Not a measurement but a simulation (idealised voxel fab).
process module | voxel local oxidation
cross-section cut | 215 nm wide | cells 5 nm
A cross-section is a grid of square cells, given in bands from the top down. A band is one or more rows of cells.
Each band's line starts with the height of the band's top and of its bottom, in nm. Then come its materials from left to right, each with its width in nm. One material with "throughout" fills the band from edge to edge. "air" is empty space.
Height 0 is the level under which the wafer as received is all one material. The lowest band goes on downwards, as in "0 down".
A width such as "30 to 40" changes by the same amount from each row of cells to the next, from the band's top row to its bottom row.
"no change" after a step means that no cell of the cross-section changed.
closed voids: empty space of 8 cells or more with no open way to the top, each as width x height at its distance from the left edge, in nm
after a step's settings: what the simulator itself notes on the step
overlay nm, on a step with a mask: how far to the right of its planned place the mask lay; to the left if negative
plan
1 op RECEIVE | material Si
2 op CONFORMAL_DEP | material SiO2 | thk nm 5
3 op CONFORMAL_DEP | material SiN | thk nm 10
4 op MASKED_ETCH | tone cover | mask id ACTIVE | width nm 90 | etch materials SiN | depth nm 10 | overlay nm 0
5 op SELECTIVE_ETCH | etch materials SiO2 | depth nm 5
6 op OXIDIZE | depth nm 10
7 op STRIP | etch materials SiN
first wafer, as planned
as received, after step 1
  0 down: Si throughout
  closed voids: none
after step 2
  5 to 0: SiO2 throughout
  below 0: unchanged
after step 3
  15 to 5: SiN throughout
  below 5: unchanged
after step 4
  15 to 5: air 60 | SiN 90 | air 65
  below 5: unchanged
after step 5
  15 to 5: air 60 | SiN 90 | air 65
  5 to 0: air 65 | SiO2 80 | air 70
  below 0: unchanged
after step 6
  15 to 5: air 60 | SiN 90 | air 65
  5 to 0: air 65 | SiO2 80 | air 70
  0 to -10: SiO2 75 | Si 60 | SiO2 80
  below -10: unchanged
after step 7
  5 to 0: air 65 | SiO2 80 | air 70
  below 0: unchanged
second wafer: like start, like plan, one mistake. Through step 3 it matches the first wafer
when step 4 should have ended
  15 to 5: air 50 | SiN 90 | air 75
  below 5: unchanged
when step 5 should have ended
  15 to 5: air 50 | SiN 90 | air 75
  5 to 0: air 55 | SiO2 80 | air 80
  below 0: unchanged
when step 6 should have ended
  15 to 5: air 50 | SiN 90 | air 75
  5 to 0: air 55 | SiO2 80 | air 80
  0 to -10: SiO2 65 | Si 60 | SiO2 90
  below -10: unchanged
when step 7 should have ended
  5 to 0: air 55 | SiO2 80 | air 80
  below 0: unchanged
what went wrong: step 4 ran as: op MASKED_ETCH | tone cover | mask id ACTIVE | width nm 90 | etch materials SiN | depth nm 10 | overlay nm -10
at the end the second wafer has, in cells: as many of each material as the first, in other places
